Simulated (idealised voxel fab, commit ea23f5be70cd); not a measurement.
Process module under the name voxel lift off
Pictured: cross-section cut, 140 nm wide, on a grid of 5 nm square cells.
When this document writes out a cross-section, it uses a grid of square cells and lists it as bands, beginning at the top and moving down, with a band standing for one or more rows of cells.
Look at the band entry: it leads with the top's height and the bottom's height in nm. Then it lists the materials left to right, with a width in nm for each. The word "full width" on a single material says that material fills the band edge to edge. The word "empty" is empty space.
Heads up on the height convention: 0 is the point under which the incoming wafer is all one material, and the lowest band has no bottom, it just keeps going down, like "from 0 down".
Graded width ("30 to 40"): value in top row of band = first number; value in bottom row = second number; row-to-row change constant.
The designation "changes: none", where it is given for a processing step, indicates that no cell of the cross-section was altered in the course of that step.
Closed empty spaces (no open way to the top) of 8 cells or more are what "Closed void table" lists, each as width x height at distance from the left edge, nm for all three.
Whatever follows a step's settings on its line is a remark the simulator itself makes about that step.
overlay nm: right-of-plan distance of the mask on a masked step; negative values mean left-of-plan.

# Steps planned for the process
1. op RECEIVE | material Si
2. op CONFORMAL_DEP | material Al2O3 | thk nm 15
3. op PATTERN | tone open | mask id LINES | material resist | width nm 25 | pitch nm 40 | thk nm 20 | overlay nm 0
4. op DIRECTIONAL_DEP | material Ru | thk nm 10
5. op STRIP | etch materials resist
6. op CONFORMAL_DEP | material SiO2 | thk nm 10

# Wafer at receipt (post step 1), cross-section
- from 0 down = Si full width
- Closed void table: none

# Cross-sectional result after module completion. Note: starting condition and plan are unchanged from above; one processing mistake was made
- from 35 to 25 = empty: 25 / Ru: 85 / empty: 30
- from 25 to 15 = Ru full width
- from 15 to 0 = Al2O3 full width
- from 0 down = Si full width
- Closed void table: none
Nonconformance to the process plan: step 6 off recipe, ran as op CONFORMAL_DEP | material Ru | thk nm 10
